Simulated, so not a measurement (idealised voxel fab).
process module | voxel trench capacitor
cross-section cut | 245 nm wide | cells 5 nm
A cross-section is a grid of square cells, given in bands from the top down. A band is one or more rows of cells.
Each band's line starts with the height of the band's top and of its bottom, in nm. Then come its materials from left to right, each with its width in nm. One material with "throughout" fills the band from edge to edge. "air" is empty space.
Height 0 is the level under which the wafer as received is all one material. The lowest band goes on downwards, as in "0 down".
A width such as "30 to 40" changes by the same amount from each row of cells to the next, from the band's top row to its bottom row.
"no change" after a step means that no cell of the cross-section changed.
closed voids: empty space of 8 cells or more with no open way to the top, each as width x height at its distance from the left edge, in nm
after a step's settings: what the simulator itself notes on the step
overlay nm, on a step with a mask: how far to the right of its planned place the mask lay; to the left if negative
plan
1 op RECEIVE | material Si
2 op CONFORMAL_DEP | material SiN | thk nm 5
3 op DIRECTIONAL_DEP | material aC | thk nm 15
4 op PATTERN | tone open | mask id TRENCH | material resist | width nm 25 | pitch nm 50 | thk nm 30 | overlay nm 0
5 op DIRECTIONAL_ETCH | etch materials aC | depth nm 15
6 op STRIP | etch materials resist
7 op DIRECTIONAL_ETCH | etch materials SiN | depth nm 5
8 op DIRECTIONAL_ETCH | etch materials Si | depth nm 25
9 op STRIP | etch materials aC
10 op CONFORMAL_DEP | material HfO2 | thk nm 5
11 op CONFORMAL_DEP | material TiN | thk nm 5
12 op FILL_DEP | material W | thk nm 5
13 op CMP | height nm 5
first wafer, as planned
as received, after step 1
  0 down: Si throughout
  closed voids: none
after step 2
  5 to 0: SiN throughout
  below 0: unchanged
after step 3
  20 to 5: aC throughout
  below 5: unchanged
after step 4
  50 to 20: resist 60 | air 25 | resist 25 | air 25 | resist 25 | air 25 | resist 60
  below 20: unchanged
after step 5
  35 to 20: resist 60 | air 25 | resist 25 | air 25 | resist 25 | air 25 | resist 60
  20 to 5: aC 60 | air 25 | aC 25 | air 25 | aC 25 | air 25 | aC 60
  below 5: unchanged
after step 6
  20 to 5: aC 60 | air 25 | aC 25 | air 25 | aC 25 | air 25 | aC 60
  below 5: unchanged
after step 7
  20 to 5: aC 60 | air 25 | aC 25 | air 25 | aC 25 | air 25 | aC 60
  5 to 0: SiN 60 | air 25 | SiN 25 | air 25 | SiN 25 | air 25 | SiN 60
  below 0: unchanged
after step 8
  20 to 5: aC 60 | air 25 | aC 25 | air 25 | aC 25 | air 25 | aC 60
  5 to 0: SiN 60 | air 25 | SiN 25 | air 25 | SiN 25 | air 25 | SiN 60
  0 to -25: Si 60 | air 25 | Si 25 | air 25 | Si 25 | air 25 | Si 60
  below -25: unchanged
after step 9
  5 to 0: SiN 60 | air 25 | SiN 25 | air 25 | SiN 25 | air 25 | SiN 60
  below 0: unchanged
after step 10
  10 to 5: HfO2 65 | air 15 | HfO2 35 | air 15 | HfO2 35 | air 15 | HfO2 65
  5 to 0: SiN 60 | HfO2 5 | air 15 | HfO2 5 | SiN 25 | HfO2 5 | air 15 | HfO2 5 | SiN 25 | HfO2 5 | air 15 | HfO2 5 | SiN 60
  0 to -20: Si 60 | HfO2 5 | air 15 | HfO2 5 | Si 25 | HfO2 5 | air 15 | HfO2 5 | Si 25 | HfO2 5 | air 15 | HfO2 5 | Si 60
  -20 to -25: Si 60 | HfO2 25 | Si 25 | HfO2 25 | Si 25 | HfO2 25 | Si 60
  below -25: unchanged
after step 11
  15 to 10: TiN 70 | air 5 | TiN 45 | air 5 | TiN 45 | air 5 | TiN 70
  10 to 5: HfO2 65 | TiN 5 | air 5 | TiN 5 | HfO2 35 | TiN 5 | air 5 | TiN 5 | HfO2 35 | TiN 5 | air 5 | TiN 5 | HfO2 65
  5 to 0: SiN 60 | HfO2 5 | TiN 5 | air 5 | TiN 5 | HfO2 5 | SiN 25 | HfO2 5 | TiN 5 | air 5 | TiN 5 | HfO2 5 | SiN 25 | HfO2 5 | TiN 5 | air 5 | TiN 5 | HfO2 5 | SiN 60
  0 to -15: Si 60 | HfO2 5 | TiN 5 | air 5 | TiN 5 | HfO2 5 | Si 25 | HfO2 5 | TiN 5 | air 5 | TiN 5 | HfO2 5 | Si 25 | HfO2 5 | TiN 5 | air 5 | TiN 5 | HfO2 5 | Si 60
  -15 to -20: Si 60 | HfO2 5 | TiN 15 | HfO2 5 | Si 25 | HfO2 5 | TiN 15 | HfO2 5 | Si 25 | HfO2 5 | TiN 15 | HfO2 5 | Si 60
  below -20: unchanged
after step 12
  20 to 15: W throughout
  15 to 10: TiN 70 | W 5 | TiN 45 | W 5 | TiN 45 | W 5 | TiN 70
  10 to 5: HfO2 65 | TiN 5 | W 5 | TiN 5 | HfO2 35 | TiN 5 | W 5 | TiN 5 | HfO2 35 | TiN 5 | W 5 | TiN 5 | HfO2 65
  5 to 0: SiN 60 | HfO2 5 | TiN 5 | W 5 | TiN 5 | HfO2 5 | SiN 25 | HfO2 5 | TiN 5 | W 5 | TiN 5 | HfO2 5 | SiN 25 | HfO2 5 | TiN 5 | W 5 | TiN 5 | HfO2 5 | SiN 60
  0 to -15: Si 60 | HfO2 5 | TiN 5 | W 5 | TiN 5 | HfO2 5 | Si 25 | HfO2 5 | TiN 5 | W 5 | TiN 5 | HfO2 5 | Si 25 | HfO2 5 | TiN 5 | W 5 | TiN 5 | HfO2 5 | Si 60
  below -15: unchanged
after step 13
  5 to 0: SiN 60 | HfO2 5 | TiN 5 | W 5 | TiN 5 | HfO2 5 | SiN 25 | HfO2 5 | TiN 5 | W 5 | TiN 5 | HfO2 5 | SiN 25 | HfO2 5 | TiN 5 | W 5 | TiN 5 | HfO2 5 | SiN 60
  below 0: unchanged
second wafer: like start, like plan, one mistake. Through step 3 it matches the first wafer
when step 4 should have ended
  50 to 20: resist 55 | air 25 | resist 25 | air 25 | resist 25 | air 25 | resist 65
  below 20: unchanged
when step 5 should have ended
  35 to 20: resist 55 | air 25 | resist 25 | air 25 | resist 25 | air 25 | resist 65
  20 to 5: aC 55 | air 25 | aC 25 | air 25 | aC 25 | air 25 | aC 65
  below 5: unchanged
when step 6 should have ended
  20 to 5: aC 55 | air 25 | aC 25 | air 25 | aC 25 | air 25 | aC 65
  below 5: unchanged
when step 7 should have ended
  20 to 5: aC 55 | air 25 | aC 25 | air 25 | aC 25 | air 25 | aC 65
  5 to 0: SiN 55 | air 25 | SiN 25 | air 25 | SiN 25 | air 25 | SiN 65
  below 0: unchanged
when step 8 should have ended
  20 to 5: aC 55 | air 25 | aC 25 | air 25 | aC 25 | air 25 | aC 65
  5 to 0: SiN 55 | air 25 | SiN 25 | air 25 | SiN 25 | air 25 | SiN 65
  0 to -25: Si 55 | air 25 | Si 25 | air 25 | Si 25 | air 25 | Si 65
  below -25: unchanged
when step 9 should have ended
  5 to 0: SiN 55 | air 25 | SiN 25 | air 25 | SiN 25 | air 25 | SiN 65
  below 0: unchanged
when step 10 should have ended
  10 to 5: HfO2 60 | air 15 | HfO2 35 | air 15 | HfO2 35 | air 15 | HfO2 70
  5 to 0: SiN 55 | HfO2 5 | air 15 | HfO2 5 | SiN 25 | HfO2 5 | air 15 | HfO2 5 | SiN 25 | HfO2 5 | air 15 | HfO2 5 | SiN 65
  0 to -20: Si 55 | HfO2 5 | air 15 | HfO2 5 | Si 25 | HfO2 5 | air 15 | HfO2 5 | Si 25 | HfO2 5 | air 15 | HfO2 5 | Si 65
  -20 to -25: Si 55 | HfO2 25 | Si 25 | HfO2 25 | Si 25 | HfO2 25 | Si 65
  below -25: unchanged
when step 11 should have ended
  15 to 10: TiN 65 | air 5 | TiN 45 | air 5 | TiN 45 | air 5 | TiN 75
  10 to 5: HfO2 60 | TiN 5 | air 5 | TiN 5 | HfO2 35 | TiN 5 | air 5 | TiN 5 | HfO2 35 | TiN 5 | air 5 | TiN 5 | HfO2 70
  5 to 0: SiN 55 | HfO2 5 | TiN 5 | air 5 | TiN 5 | HfO2 5 | SiN 25 | HfO2 5 | TiN 5 | air 5 | TiN 5 | HfO2 5 | SiN 25 | HfO2 5 | TiN 5 | air 5 | TiN 5 | HfO2 5 | SiN 65
  0 to -15: Si 55 | HfO2 5 | TiN 5 | air 5 | TiN 5 | HfO2 5 | Si 25 | HfO2 5 | TiN 5 | air 5 | TiN 5 | HfO2 5 | Si 25 | HfO2 5 | TiN 5 | air 5 | TiN 5 | HfO2 5 | Si 65
  -15 to -20: Si 55 | HfO2 5 | TiN 15 | HfO2 5 | Si 25 | HfO2 5 | TiN 15 | HfO2 5 | Si 25 | HfO2 5 | TiN 15 | HfO2 5 | Si 65
  below -20: unchanged
when step 12 should have ended
  20 to 15: W throughout
  15 to 10: TiN 65 | W 5 | TiN 45 | W 5 | TiN 45 | W 5 | TiN 75
  10 to 5: HfO2 60 | TiN 5 | W 5 | TiN 5 | HfO2 35 | TiN 5 | W 5 | TiN 5 | HfO2 35 | TiN 5 | W 5 | TiN 5 | HfO2 70
  5 to 0: SiN 55 | HfO2 5 | TiN 5 | W 5 | TiN 5 | HfO2 5 | SiN 25 | HfO2 5 | TiN 5 | W 5 | TiN 5 | HfO2 5 | SiN 25 | HfO2 5 | TiN 5 | W 5 | TiN 5 | HfO2 5 | SiN 65
  0 to -15: Si 55 | HfO2 5 | TiN 5 | W 5 | TiN 5 | HfO2 5 | Si 25 | HfO2 5 | TiN 5 | W 5 | TiN 5 | HfO2 5 | Si 25 | HfO2 5 | TiN 5 | W 5 | TiN 5 | HfO2 5 | Si 65
  below -15: unchanged
when step 13 should have ended
  5 to 0: SiN 55 | HfO2 5 | TiN 5 | W 5 | TiN 5 | HfO2 5 | SiN 25 | HfO2 5 | TiN 5 | W 5 | TiN 5 | HfO2 5 | SiN 25 | HfO2 5 | TiN 5 | W 5 | TiN 5 | HfO2 5 | SiN 65
  below 0: unchanged
what went wrong: step 4 ran as: op PATTERN | tone open | mask id TRENCH | material resist | width nm 25 | pitch nm 50 | thk nm 30 | overlay nm -5
at the end the second wafer has, in cells: as many of each material as the first, in other places
